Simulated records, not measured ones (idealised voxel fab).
Process module name: voxel capacitor over wiring
Displayed cross-section: cut, width of 230 nm, square cells sized 5 nm.
Cross-section spec: square-cell grid; bands listed top down; each band is one or more rows.
What a band's entry tells you: where the top is and where the bottom is, as heights in nm, and after that what lies inside, material by material from left to right, each with its width in nm. Empty space is written as the word "blank", and a single material marked with the word "full width" occupies the band from edge to edge.
The reference from which all heights are counted is 0, the level beneath which the as-received wafer is entirely one material; the lowest band, having no lower bound, proceeds downward and is written after the example "0 and below".
Width: "30->40" (first number = top row, second number = bottom row, same change from row to row of cells).
For the purposes of this document, the phrase "changes: none" attached to a step denotes that no cell within the cross-section was modified by that step.
Enclosed void listing: empty space of 8 cells or more with no open way to the top, each as width x height at its distance from the left edge, in nm
Anything after a step's settings on that line? It's the simulator's own note about the step.
"overlay nm" on a masked step: distance the mask lay right of its planned place, negative for left.
Note on reading: below, each pair holds a cross-section from before one process step and one from after it; the one from after shows only down to the lowest band that changed. Beneath the pair, the step in between is stated along with its settings. The pairs can stem from different runs of this module on the same starting wafer. Where a pair's entry headed "Pre-step section" says so, and only there, that pair continues from the pair above it.
-- Pre-step section
  100 down to 90  W full width
  90 down to 85  TiN 85 nm, then W 15 nm, then TiN 130 nm
  85 down to 80  SiO2 80 nm, then TiN 5 nm, then W 15 nm, then TiN 5 nm, then SiO2 125 nm
  80 down to 70  SiO2 80->75 nm, then TiN 25->55 nm, then SiO2 125->100 nm
  70 down to 65  SiO2 75 nm, then HfO2 55 nm, then SiO2 100 nm
  65 down to 60  SiO2 70 nm, then TiN 65 nm, then SiO2 95 nm
  60 down to 45  lowk 75 nm, then TiN 5 nm, then W 5 nm, then TiN 5 nm, then lowk 140 nm
  45 down to 40  SiCN 75 nm, then TiN 15 nm, then SiCN 140 nm
  40 down to 20  lowk 55 nm, then SiN 5 nm, then Ru 30 nm, then SiN 5 nm, then lowk 40 nm, then SiN 5 nm, then Ru 30 nm, then SiN 5 nm, then lowk 55 nm
  20 down to 15  SiN 60 nm, then TiN 30 nm, then SiN 50 nm, then TiN 30 nm, then SiN 60 nm
  15 down to 0  SiO2 full width
  0 and below  Si full width
  Enclosed void listing: none
-- State After Step
  85 down to 80  SiO2 80 nm, then TiN 5 nm, then W 15 nm, then TiN 5 nm, then SiO2 125 nm
  Nothing below the height 80 has changed.
  Enclosed void listing: none
So what happened between those two cross-sections up there? CMP | height nm 85
Pre-step section: see preceding pair, after cross-section.
-- State After Step
  90 down to 85  SiCN full width
  Nothing below the height 85 has changed.
  Enclosed void listing: none
So what happened between those two cross-sections up there? CONFORMAL_DEP | material SiCN | thk nm 5
-- Pre-step section
  60 down to 45  lowk 75 nm, then blank 15 nm, then lowk 140 nm
  45 down to 40  SiCN full width
  40 down to 20  lowk 55 nm, then SiN 5 nm, then Ru 30 nm, then SiN 5 nm, then lowk 40 nm, then SiN 5 nm, then Ru 30 nm, then SiN 5 nm, then lowk 55 nm
  20 down to 15  SiN 60 nm, then TiN 30 nm, then SiN 50 nm, then TiN 30 nm, then SiN 60 nm
  15 down to 0  SiO2 full width
  0 and below  Si full width
  Enclosed void listing: none
-- State After Step
  60 down to 45  lowk 75 nm, then blank 15 nm, then lowk 140 nm
  45 down to 40  SiCN 75 nm, then blank 10 nm, then SiCN 145 nm
  Nothing below the height 40 has changed.
  Enclosed void listing: none
So what happened between those two cross-sections up there? MASKED_ETCH | tone open | mask id PLUG_1 | width nm 15 | etch materials SiCN | depth nm 5 | overlay nm -5
Pre-step section: see preceding pair, after cross-section.
-- State After Step
  65 down to 60  TiN 80 nm, then blank 5 nm, then TiN 145 nm
  60 down to 50  lowk 75 nm, then TiN 5 nm, then blank 5 nm, then TiN 5 nm, then lowk 140 nm
  50 down to 45  lowk 75 nm, then TiN 15 nm, then lowk 140 nm
  45 down to 40  SiCN 75 nm, then TiN 10 nm, then SiCN 145 nm
  Nothing below the height 40 has changed.
  Enclosed void listing: none
So what happened between those two cross-sections up there? CONFORMAL_DEP | material TiN | thk nm 5
Pre-step section: see preceding pair, after cross-section.
-- State After Step
  70 down to 65  W full width
  65 down to 60  TiN 80 nm, then W 5 nm, then TiN 145 nm
  60 down to 50  lowk 75 nm, then TiN 5 nm, then W 5 nm, then TiN 5 nm, then lowk 140 nm
  Nothing below the height 50 has changed.
  Enclosed void listing: none
So what happened between those two cross-sections up there? FILL_DEP | material W | thk nm 5
Pre-step section: see preceding pair, after cross-section.
-- State After Step
  60 down to 50  lowk 75 nm, then TiN 5 nm, then W 5 nm, then TiN 5 nm, then lowk 140 nm
  Nothing below the height 50 has changed.
  Enclosed void listing: none
So what happened between those two cross-sections up there? CMP | height nm 60
Pre-step section: see preceding pair, after cross-section.
-- State After Step
  65 down to 60  TiN full width
  Nothing below the height 60 has changed.
  Enclosed void listing: none
So what happened between those two cross-sections up there? DIRECTIONAL_DEP | material TiN | thk nm 5
Pre-step section: see preceding pair, after cross-section.
-- State After Step
  70 down to 65  HfO2 full width
  Nothing below the height 65 has changed.
  Enclosed void listing: none
So what happened between those two cross-sections up there? DIRECTIONAL_DEP | material HfO2 | thk nm 5
Pre-step section: see preceding pair, after cross-section.
-- State After Step
  75 down to 70  TiN full width
  Nothing below the height 70 has changed.
  Enclosed void listing: none
So what happened between those two cross-sections up there? DIRECTIONAL_DEP | material TiN | thk nm 5
Pre-step section: see preceding pair, after cross-section.
-- State After Step
  95 down to 75  blank 75 nm, then resist 55 nm, then blank 100 nm
  Nothing below the height 75 has changed.
  Enclosed void listing: none
So what happened between those two cross-sections up there? PATTERN | tone cover | mask id UPPER_PLATE | material resist | width nm 55 | thk nm 20 | overlay nm 0
Pre-step section: see preceding pair, after cross-section.
-- State After Step
  95 down to 75  blank 75 nm, then resist 55 nm, then blank 100 nm
  75 down to 70  blank 75 nm, then TiN 55 nm, then blank 100 nm
  Nothing below the height 70 has changed.
  Enclosed void listing: none
So what happened between those two cross-sections up there? DIRECTIONAL_ETCH | etch materials TiN | depth nm 5
Pre-step section: see preceding pair, after cross-section.
-- State After Step
  95 down to 75  blank 75 nm, then resist 55 nm, then blank 100 nm
  75 down to 70  blank 75 nm, then TiN 55 nm, then blank 100 nm
  70 down to 65  blank 75 nm, then HfO2 55 nm, then blank 100 nm
  Nothing below the height 65 has changed.
  Enclosed void listing: none
So what happened between those two cross-sections up there? DIRECTIONAL_ETCH | etch materials HfO2 | depth nm 5
Pre-step section: see preceding pair, after cross-section.
-- State After Step
  75 down to 70  blank 75 nm, then TiN 55 nm, then blank 100 nm
  Nothing below the height 70 has changed.
  Enclosed void listing: none
So what happened between those two cross-sections up there? STRIP | etch materials resist
Pre-step section: see preceding pair, after cross-section.
-- State After Step
  90 down to 80  blank 75 nm, then aC 55 nm, then blank 100 nm
  80 down to 75  aC full width
  75 down to 70  aC 75 nm, then TiN 55 nm, then aC 100 nm
  70 down to 65  aC 75 nm, then HfO2 55 nm, then aC 100 nm
  Nothing below the height 65 has changed.
  Enclosed void listing: none
So what happened between those two cross-sections up there? DIRECTIONAL_DEP | material aC | thk nm 15
Pre-step section: see preceding pair, after cross-section.
-- State After Step
  120 down to 90  blank 70 nm, then resist 65 nm, then blank 95 nm
  90 down to 80  blank 70 nm, then resist 5 nm, then aC 55 nm, then resist 5 nm, then blank 95 nm
  Nothing below the height 80 has changed.
  Enclosed void listing: none
So what happened between those two cross-sections up there? PATTERN | tone cover | mask id LOWER_PLATE | material resist | width nm 65 | thk nm 30 | overlay nm 0
Pre-step section: see preceding pair, after cross-section.
-- State After Step
  105 down to 90  blank 70 nm, then resist 65 nm, then blank 95 nm
  90 down to 80  blank 70 nm, then resist 5 nm, then aC 55 nm, then resist 5 nm, then blank 95 nm
  80 down to 75  blank 70 nm, then aC 65 nm, then blank 95 nm
  75 down to 70  blank 70 nm, then aC 5 nm, then TiN 55 nm, then aC 5 nm, then blank 95 nm
  70 down to 65  blank 70 nm, then aC 5 nm, then HfO2 55 nm, then aC 5 nm, then blank 95 nm
  Nothing below the height 65 has changed.
  Enclosed void listing: none
So what happened between those two cross-sections up there? DIRECTIONAL_ETCH | etch materials aC | depth nm 15
Pre-step section: see preceding pair, after cross-section.
-- State After Step
  90 down to 80  blank 75 nm, then aC 55 nm, then blank 100 nm
  Nothing below the height 80 has changed.
  Enclosed void listing: none
So what happened between those two cross-sections up there? STRIP | etch materials resist
Pre-step section: see preceding pair, after cross-section.
-- State After Step
  90 down to 80  blank 75 nm, then aC 55 nm, then blank 100 nm
  80 down to 75  blank 70 nm, then aC 65 nm, then blank 95 nm
  75 down to 70  blank 70 nm, then aC 5 nm, then TiN 55 nm, then aC 5 nm, then blank 95 nm
  70 down to 65  blank 70 nm, then aC 5 nm, then HfO2 55 nm, then aC 5 nm, then blank 95 nm
  65 down to 60  blank 70 nm, then TiN 65 nm, then blank 95 nm
  Nothing below the height 60 has changed.
  Enclosed void listing: none
So what happened between those two cross-sections up there? DIRECTIONAL_ETCH | etch materials TiN | depth nm 5
Pre-step section: see preceding pair, after cross-section.
-- State After Step
  75 down to 70  blank 75 nm, then TiN 55 nm, then blank 100 nm
  70 down to 65  blank 75 nm, then HfO2 55 nm, then blank 100 nm
  Nothing below the height 65 has changed.
  Enclosed void listing: none
So what happened between those two cross-sections up there? STRIP | etch materials aC
Pre-step section: see preceding pair, after cross-section.
-- State After Step
  90 down to 75  SiO2 full width
  75 down to 70  SiO2 75 nm, then TiN 55 nm, then SiO2 100 nm
  70 down to 65  SiO2 75 nm, then HfO2 55 nm, then SiO2 100 nm
  65 down to 60  SiO2 70 nm, then TiN 65 nm, then SiO2 95 nm
  Nothing below the height 60 has changed.
  Enclosed void listing: none
So what happened between those two cross-sections up there? FILL_DEP | material SiO2 | thk nm 15
Pre-step section: see preceding pair, after cross-section.
-- State After Step
  85 down to 75  SiO2 full width
  Nothing below the height 75 has changed.
  Enclosed void listing: none
So what happened between those two cross-sections up there? CMP | height nm 85
Pre-step section: see preceding pair, after cross-section.
-- State After Step
  95 down to 85  aC full width
  Nothing below the height 85 has changed.
  Enclosed void listing: none
So what happened between those two cross-sections up there? DIRECTIONAL_DEP | material aC | thk nm 10
Pre-step section: see preceding pair, after cross-section.
-- State After Step
  125 down to 95  resist 85 nm, then blank 15 nm, then resist 130 nm
  Nothing below the height 95 has changed.
  Enclosed void listing: none
So what happened between those two cross-sections up there? PATTERN | tone open | mask id PLUG_2 | material resist | width nm 15 | thk nm 30 | overlay nm 0
Pre-step section: see preceding pair, after cross-section.
-- State After Step
  115 down to 95  resist 85 nm, then blank 15 nm, then resist 130 nm
  95 down to 85  aC 85 nm, then blank 15 nm, then aC 130 nm
  Nothing below the height 85 has changed.
  Enclosed void listing: none
So what happened between those two cross-sections up there? DIRECTIONAL_ETCH | etch materials aC | depth nm 10
Pre-step section: see preceding pair, after cross-section.
-- State After Step
  95 down to 85  aC 85 nm, then blank 15 nm, then aC 130 nm
  Nothing below the height 85 has changed.
  Enclosed void listing: none
So what happened between those two cross-sections up there? STRIP | etch materials resist
Pre-step section: see preceding pair, after cross-section.
-- State After Step
  95 down to 85  aC 85 nm, then blank 15 nm, then aC 130 nm
  85 down to 75  SiO2 85 nm, then blank 15 nm, then SiO2 130 nm
  Nothing below the height 75 has changed.
  Enclosed void listing: none
So what happened between those two cross-sections up there? DIRECTIONAL_ETCH | etch materials SiO2 | depth nm 10
Pre-step section: see preceding pair, after cross-section.
-- State After Step
  85 down to 75  SiO2 85 nm, then blank 15 nm, then SiO2 130 nm
  Nothing below the height 75 has changed.
  Enclosed void listing: none
So what happened between those two cross-sections up there? STRIP | etch materials aC
Pre-step section: see preceding pair, after cross-section.
-- State After Step
  90 down to 85  TiN 90 nm, then blank 5 nm, then TiN 135 nm
  85 down to 80  SiO2 85 nm, then TiN 5 nm, then blank 5 nm, then TiN 5 nm, then SiO2 130 nm
  80 down to 70  SiO2 85->75 nm, then TiN 15->55 nm, then SiO2 130->100 nm
  Nothing below the height 70 has changed.
  Enclosed void listing: none
So what happened between those two cross-sections up there? CONFORMAL_DEP | material TiN | thk nm 5
Pre-step section: see preceding pair, after cross-section.
-- State After Step
  100 down to 90  W full width
  90 down to 85  TiN 90 nm, then W 5 nm, then TiN 135 nm
  85 down to 80  SiO2 85 nm, then TiN 5 nm, then W 5 nm, then TiN 5 nm, then SiO2 130 nm
  Nothing below the height 80 has changed.
  Enclosed void listing: none
So what happened between those two cross-sections up there? FILL_DEP | material W | thk nm 10
Pre-step section: see preceding pair, after cross-section.
-- State After Step
  85 down to 80  SiO2 85 nm, then TiN 5 nm, then W 5 nm, then TiN 5 nm, then SiO2 130 nm
  Nothing below the height 80 has changed.
  Enclosed void listing: none
So what happened between those two cross-sections up there? CMP | height nm 85
Pre-step section: see preceding pair, after cross-section.
-- State After Step
  90 down to 85  SiCN full width
  Nothing below the height 85 has changed.
  Enclosed void listing: none
So what happened between those two cross-sections up there? CONFORMAL_DEP | material SiCN | thk nm 5
-- Pre-step section
  45 down to 40  blank 55 nm, then SiN 40 nm, then blank 40 nm, then SiN 40 nm, then blank 55 nm
  40 down to 20  blank 55 nm, then SiN 5 nm, then Ru 30 nm, then SiN 5 nm, then blank 40 nm, then SiN 5 nm, then Ru 30 nm, then SiN 5 nm, then blank 55 nm
  20 down to 15  SiN 60 nm, then TiN 30 nm, then SiN 50 nm, then TiN 30 nm, then SiN 60 nm
  15 down to 0  SiO2 full width
  0 and below  Si full width
  Enclosed void listing: none
-- State After Step
  55 down to 45  Ru full width
  45 down to 40  Ru 55 nm, then SiN 40 nm, then Ru 40 nm, then SiN 40 nm, then Ru 55 nm
  40 down to 20  Ru 55 nm, then SiN 5 nm, then Ru 30 nm, then SiN 5 nm, then Ru 40 nm, then SiN 5 nm, then Ru 30 nm, then SiN 5 nm, then Ru 55 nm
  Nothing below the height 20 has changed.
  Enclosed void listing: none
So what happened between those two cross-sections up there? FILL_DEP | material Ru | thk nm 10
Pre-step section: see preceding pair, after cross-section.
-- State After Step
  40 down to 20  Ru 55 nm, then SiN 5 nm, then Ru 30 nm, then SiN 5 nm, then Ru 40 nm, then SiN 5 nm, then Ru 30 nm, then SiN 5 nm, then Ru 55 nm
  Nothing below the height 20 has changed.
  Enclosed void listing: none
So what happened between those two cross-sections up there? CMP | height nm 40
Pre-step section: see preceding pair, after cross-section.
-- State After Step
  45 down to 40  SiCN full width
  Nothing below the height 40 has changed.
  Enclosed void listing: none
So what happened between those two cross-sections up there? CONFORMAL_DEP | material SiCN | thk nm 5
Pre-step section: see preceding pair, after cross-section.
-- State After Step
  60 down to 45  lowk full width
  Nothing below the height 45 has changed.
  Enclosed void listing: none
So what happened between those two cross-sections up there? DIRECTIONAL_DEP | material lowk | thk nm 15
Pre-step section: see preceding pair, after cross-section.
-- State After Step
  60 down to 45  lowk 75 nm, then blank 15 nm, then lowk 140 nm
  Nothing below the height 45 has changed.
  Enclosed void listing: none
So what happened between those two cross-sections up there? MASKED_ETCH | tone open | mask id PLUG_1 | width nm 15 | etch materials lowk | depth nm 15 | overlay nm 0
Pre-step section: see preceding pair, after cross-section.
-- State After Step
  60 down to 45  lowk 75 nm, then blank 15 nm, then lowk 140 nm
  45 down to 40  SiCN 75 nm, then blank 15 nm, then SiCN 140 nm
  Nothing below the height 40 has changed.
  Enclosed void listing: none
So what happened between those two cross-sections up there? MASKED_ETCH | tone open | mask id PLUG_1 | width nm 15 | etch materials SiCN | depth nm 5 | overlay nm 0
Pre-step section: see preceding pair, after cross-section.
-- State After Step
  65 down to 60  TiN 80 nm, then blank 5 nm, then TiN 145 nm
  60 down to 45  lowk 75 nm, then TiN 5 nm, then blank 5 nm, then TiN 5 nm, then lowk 140 nm
  45 down to 40  SiCN 75 nm, then TiN 15 nm, then SiCN 140 nm
  Nothing below the height 40 has changed.
  Enclosed void listing: none
So what happened between those two cross-sections up there? CONFORMAL_DEP | material TiN | thk nm 5
Pre-step section: see preceding pair, after cross-section.
-- State After Step
  70 down to 65  W full width
  65 down to 60  TiN 80 nm, then W 5 nm, then TiN 145 nm
  60 down to 45  lowk 75 nm, then TiN 5 nm, then W 5 nm, then TiN 5 nm, then lowk 140 nm
  Nothing below the height 45 has changed.
  Enclosed void listing: none
So what happened between those two cross-sections up there? FILL_DEP | material W | thk nm 5
Pre-step section: see preceding pair, after cross-section.
-- State After Step
  60 down to 45  lowk 75 nm, then TiN 5 nm, then W 5 nm, then TiN 5 nm, then lowk 140 nm
  Nothing below the height 45 has changed.
  Enclosed void listing: none
So what happened between those two cross-sections up there? CMP | height nm 60
Pre-step section: see preceding pair, after cross-section.
-- State After Step
  65 down to 60  TiN full width
  Nothing below the height 60 has changed.
  Enclosed void listing: none
So what happened between those two cross-sections up there? DIRECTIONAL_DEP | material TiN | thk nm 5
Pre-step section: see preceding pair, after cross-section.
-- State After Step
  70 down to 65  HfO2 full width
  Nothing below the height 65 has changed.
  Enclosed void listing: none
So what happened between those two cross-sections up there? DIRECTIONAL_DEP | material HfO2 | thk nm 5
Pre-step section: see preceding pair, after cross-section.
-- State After Step
  75 down to 70  TiN full width
  Nothing below the height 70 has changed.
  Enclosed void listing: none
So what happened between those two cross-sections up there? DIRECTIONAL_DEP | material TiN | thk nm 5
Pre-step section: see preceding pair, after cross-section.
-- State After Step
  95 down to 75  blank 75 nm, then resist 55 nm, then blank 100 nm
  Nothing below the height 75 has changed.
  Enclosed void listing: none
So what happened between those two cross-sections up there? PATTERN | tone cover | mask id UPPER_PLATE | material resist | width nm 55 | thk nm 20 | overlay nm 0
Pre-step section: see preceding pair, after cross-section.
-- State After Step
  95 down to 75  blank 75 nm, then resist 55 nm, then blank 100 nm
  75 down to 70  blank 75 nm, then TiN 55 nm, then blank 100 nm
  Nothing below the height 70 has changed.
  Enclosed void listing: none
So what happened between those two cross-sections up there? DIRECTIONAL_ETCH | etch materials TiN | depth nm 5
Pre-step section: see preceding pair, after cross-section.
-- State After Step
  95 down to 75  blank 75 nm, then resist 55 nm, then blank 100 nm
  75 down to 70  blank 75 nm, then TiN 55 nm, then blank 100 nm
  70 down to 65  blank 75 nm, then HfO2 55 nm, then blank 100 nm
  Nothing below the height 65 has changed.
  Enclosed void listing: none
So what happened between those two cross-sections up there? DIRECTIONAL_ETCH | etch materials HfO2 | depth nm 5
Pre-step section: see preceding pair, after cross-section.
-- State After Step
  75 down to 70  blank 75 nm, then TiN 55 nm, then blank 100 nm
  Nothing below the height 70 has changed.
  Enclosed void listing: none
So what happened between those two cross-sections up there? STRIP | etch materials resist
Pre-step section: see preceding pair, after cross-section.
-- State After Step
  90 down to 80  blank 75 nm, then aC 55 nm, then blank 100 nm
  80 down to 75  aC full width
  75 down to 70  aC 75 nm, then TiN 55 nm, then aC 100 nm
  70 down to 65  aC 75 nm, then HfO2 55 nm, then aC 100 nm
  Nothing below the height 65 has changed.
  Enclosed void listing: none
So what happened between those two cross-sections up there? DIRECTIONAL_DEP | material aC | thk nm 15
Pre-step section: see preceding pair, after cross-section.
-- State After Step
  120 down to 90  blank 70 nm, then resist 65 nm, then blank 95 nm
  90 down to 80  blank 70 nm, then resist 5 nm, then aC 55 nm, then resist 5 nm, then blank 95 nm
  Nothing below the height 80 has changed.
  Enclosed void listing: none
So what happened between those two cross-sections up there? PATTERN | tone cover | mask id LOWER_PLATE | material resist | width nm 65 | thk nm 30 | overlay nm 0
Pre-step section: see preceding pair, after cross-section.
-- State After Step
  105 down to 90  blank 70 nm, then resist 65 nm, then blank 95 nm
  90 down to 80  blank 70 nm, then resist 5 nm, then aC 55 nm, then resist 5 nm, then blank 95 nm
  80 down to 75  blank 70 nm, then aC 65 nm, then blank 95 nm
  75 down to 70  blank 70 nm, then aC 5 nm, then TiN 55 nm, then aC 5 nm, then blank 95 nm
  70 down to 65  blank 70 nm, then aC 5 nm, then HfO2 55 nm, then aC 5 nm, then blank 95 nm
  Nothing below the height 65 has changed.
  Enclosed void listing: none
So what happened between those two cross-sections up there? DIRECTIONAL_ETCH | etch materials aC | depth nm 15
Pre-step section: see preceding pair, after cross-section.
-- State After Step
  90 down to 80  blank 75 nm, then aC 55 nm, then blank 100 nm
  Nothing below the height 80 has changed.
  Enclosed void listing: none
So what happened between those two cross-sections up there? STRIP | etch materials resist
Pre-step section: see preceding pair, after cross-section.
-- State After Step
  90 down to 80  blank 75 nm, then aC 55 nm, then blank 100 nm
  80 down to 75  blank 70 nm, then aC 65 nm, then blank 95 nm
  75 down to 70  blank 70 nm, then aC 5 nm, then TiN 55 nm, then aC 5 nm, then blank 95 nm
  70 down to 65  blank 70 nm, then aC 5 nm, then HfO2 55 nm, then aC 5 nm, then blank 95 nm
  65 down to 60  blank 70 nm, then TiN 65 nm, then blank 95 nm
  Nothing below the height 60 has changed.
  Enclosed void listing: none
So what happened between those two cross-sections up there? DIRECTIONAL_ETCH | etch materials TiN | depth nm 5
Pre-step section: see preceding pair, after cross-section.
-- State After Step
  75 down to 70  blank 75 nm, then TiN 55 nm, then blank 100 nm
  70 down to 65  blank 75 nm, then HfO2 55 nm, then blank 100 nm
  Nothing below the height 65 has changed.
  Enclosed void listing: none
So what happened between those two cross-sections up there? STRIP | etch materials aC
Pre-step section: see preceding pair, after cross-section.
-- State After Step
  90 down to 75  SiO2 full width
  75 down to 70  SiO2 75 nm, then TiN 55 nm, then SiO2 100 nm
  70 down to 65  SiO2 75 nm, then HfO2 55 nm, then SiO2 100 nm
  65 down to 60  SiO2 70 nm, then TiN 65 nm, then SiO2 95 nm
  Nothing below the height 60 has changed.
  Enclosed void listing: none
So what happened between those two cross-sections up there? FILL_DEP | material SiO2 | thk nm 15
Pre-step section: see preceding pair, after cross-section.
-- State After Step
  85 down to 75  SiO2 full width
  Nothing below the height 75 has changed.
  Enclosed void listing: none
So what happened between those two cross-sections up there? CMP | height nm 85
Pre-step section: see preceding pair, after cross-section.
-- State After Step
  95 down to 85  aC full width
  Nothing below the height 85 has changed.
  Enclosed void listing: none
So what happened between those two cross-sections up there? DIRECTIONAL_DEP | material aC | thk nm 10
Pre-step section: see preceding pair, after cross-section.
-- State After Step
  125 down to 95  resist 85 nm, then blank 15 nm, then resist 130 nm
  Nothing below the height 95 has changed.
  Enclosed void listing: none
So what happened between those two cross-sections up there? PATTERN | tone open | mask id PLUG_2 | material resist | width nm 15 | thk nm 30 | overlay nm 0
Pre-step section: see preceding pair, after cross-section.
-- State After Step
  115 down to 95  resist 85 nm, then blank 15 nm, then resist 130 nm
  95 down to 85  aC 85 nm, then blank 15 nm, then aC 130 nm
  Nothing below the height 85 has changed.
  Enclosed void listing: none
So what happened between those two cross-sections up there? DIRECTIONAL_ETCH | etch materials aC | depth nm 10
Pre-step section: see preceding pair, after cross-section.
-- State After Step
  95 down to 85  aC 85 nm, then blank 15 nm, then aC 130 nm
  Nothing below the height 85 has changed.
  Enclosed void listing: none
So what happened between those two cross-sections up there? STRIP | etch materials resist
Pre-step section: see preceding pair, after cross-section.
-- State After Step
  95 down to 85  aC 85 nm, then blank 15 nm, then aC 130 nm
  85 down to 75  SiO2 85 nm, then blank 15 nm, then SiO2 130 nm
  Nothing below the height 75 has changed.
  Enclosed void listing: none
So what happened between those two cross-sections up there? DIRECTIONAL_ETCH | etch materials SiO2 | depth nm 10
Pre-step section: see preceding pair, after cross-section.
-- State After Step
  85 down to 75  SiO2 85 nm, then blank 15 nm, then SiO2 130 nm
  Nothing below the height 75 has changed.
  Enclosed void listing: none
So what happened between those two cross-sections up there? STRIP | etch materials aC
Pre-step section: see preceding pair, after cross-section.
-- State After Step
  90 down to 85  TiN 90 nm, then blank 5 nm, then TiN 135 nm
  85 down to 80  SiO2 85 nm, then TiN 5 nm, then blank 5 nm, then TiN 5 nm, then SiO2 130 nm
  80 down to 70  SiO2 85->75 nm, then TiN 15->55 nm, then SiO2 130->100 nm
  Nothing below the height 70 has changed.
  Enclosed void listing: none
So what happened between those two cross-sections up there? CONFORMAL_DEP | material TiN | thk nm 5
Pre-step section: see preceding pair, after cross-section.
-- State After Step
  100 down to 90  W full width
  90 down to 85  TiN 90 nm, then W 5 nm, then TiN 135 nm
  85 down to 80  SiO2 85 nm, then TiN 5 nm, then W 5 nm, then TiN 5 nm, then SiO2 130 nm
  Nothing below the height 80 has changed.
  Enclosed void listing: none
So what happened between those two cross-sections up there? FILL_DEP | material W | thk nm 10
Pre-step section: see preceding pair, after cross-section.
-- State After Step
  85 down to 80  SiO2 85 nm, then TiN 5 nm, then W 5 nm, then TiN 5 nm, then SiO2 130 nm
  Nothing below the height 80 has changed.
  Enclosed void listing: none
So what happened between those two cross-sections up there? CMP | height nm 85
Pre-step section: see preceding pair, after cross-section.
-- State After Step
  90 down to 85  SiCN full width
  Nothing below the height 85 has changed.
  Enclosed void listing: none
So what happened between those two cross-sections up there? CONFORMAL_DEP | material SiCN | thk nm 5
-- Pre-step section
  95 down to 85  aC full width
  85 down to 75  SiO2 full width
  75 down to 70  SiO2 75 nm, then TiN 55 nm, then SiO2 100 nm
  70 down to 65  SiO2 75 nm, then HfO2 55 nm, then SiO2 100 nm
  65 down to 60  SiO2 70 nm, then TiN 65 nm, then SiO2 95 nm
  60 down to 45  lowk 75 nm, then TiN 5 nm, then W 5 nm, then TiN 5 nm, then lowk 140 nm
  45 down to 40  SiCN 75 nm, then TiN 15 nm, then SiCN 140 nm
  40 down to 20  lowk 55 nm, then SiN 5 nm, then Ru 30 nm, then SiN 5 nm, then lowk 40 nm, then SiN 5 nm, then Ru 30 nm, then SiN 5 nm, then lowk 55 nm
  20 down to 15  SiN 60 nm, then TiN 30 nm, then SiN 50 nm, then TiN 30 nm, then SiN 60 nm
  15 down to 0  SiO2 full width
  0 and below  Si full width
  Enclosed void listing: none
-- State After Step
  125 down to 95  blank 85 nm, then resist 15 nm, then blank 130 nm
  Nothing below the height 95 has changed.
  Enclosed void listing: none
So what happened between those two cross-sections up there? PATTERN | tone cover | mask id PLUG_2 | material resist | width nm 15 | thk nm 30 | overlay nm 0
Pre-step section: see preceding pair, after cross-section.
-- State After Step
  115 down to 95  blank 85 nm, then resist 15 nm, then blank 130 nm
  95 down to 85  blank 85 nm, then aC 15 nm, then blank 130 nm
  Nothing below the height 85 has changed.
  Enclosed void listing: none
So what happened between those two cross-sections up there? DIRECTIONAL_ETCH | etch materials aC | depth nm 10
Pre-step section: see preceding pair, after cross-section.
-- State After Step
  95 down to 85  blank 85 nm, then aC 15 nm, then blank 130 nm
  Nothing below the height 85 has changed.
  Enclosed void listing: none
So what happened between those two cross-sections up there? STRIP | etch materials resist
Pre-step section: see preceding pair, after cross-section.
-- State After Step
  95 down to 85  blank 85 nm, then aC 15 nm, then blank 130 nm
  85 down to 75  blank 85 nm, then SiO2 15 nm, then blank 130 nm
  Nothing below the height 75 has changed.
  Enclosed void listing: none
So what happened between those two cross-sections up there? DIRECTIONAL_ETCH | etch materials SiO2 | depth nm 10
Pre-step section: see preceding pair, after cross-section.
-- State After Step
  85 down to 75  blank 85 nm, then SiO2 15 nm, then blank 130 nm
  Nothing below the height 75 has changed.
  Enclosed void listing: none
So what happened between those two cross-sections up there? STRIP | etch materials aC
Pre-step section: see preceding pair, after cross-section.
-- State After Step
  90 down to 85  blank 80 nm, then TiN 25 nm, then blank 125 nm
  85 down to 80  blank 80 nm, then TiN 5 nm, then SiO2 15 nm, then TiN 5 nm, then blank 125 nm
  80 down to 75  TiN 85 nm, then SiO2 15 nm, then TiN 130 nm
  Nothing below the height 75 has changed.
  Enclosed void listing: none
So what happened between those two cross-sections up there? CONFORMAL_DEP | material TiN | thk nm 5
Pre-step section: see preceding pair, after cross-section.
-- State After Step
  100 down to 90  W full width
  90 down to 85  W 80 nm, then TiN 25 nm, then W 125 nm
  85 down to 80  W 80 nm, then TiN 5 nm, then SiO2 15 nm, then TiN 5 nm, then W 125 nm
  Nothing below the height 80 has changed.
  Enclosed void listing: none
So what happened between those two cross-sections up there? FILL_DEP | material W | thk nm 10
Pre-step section: see preceding pair, after cross-section.
-- State After Step
  85 down to 80  W 80 nm, then TiN 5 nm, then SiO2 15 nm, then TiN 5 nm, then W 125 nm
  Nothing below the height 80 has changed.
  Enclosed void listing: none
So what happened between those two cross-sections up there? CMP | height nm 85
Pre-step section: see preceding pair, after cross-section.
-- State After Step
  90 down to 85  SiCN full width
  Nothing below the height 85 has changed.
  Enclosed void listing: none
So what happened between those two cross-sections up there? CONFORMAL_DEP | material SiCN | thk nm 5
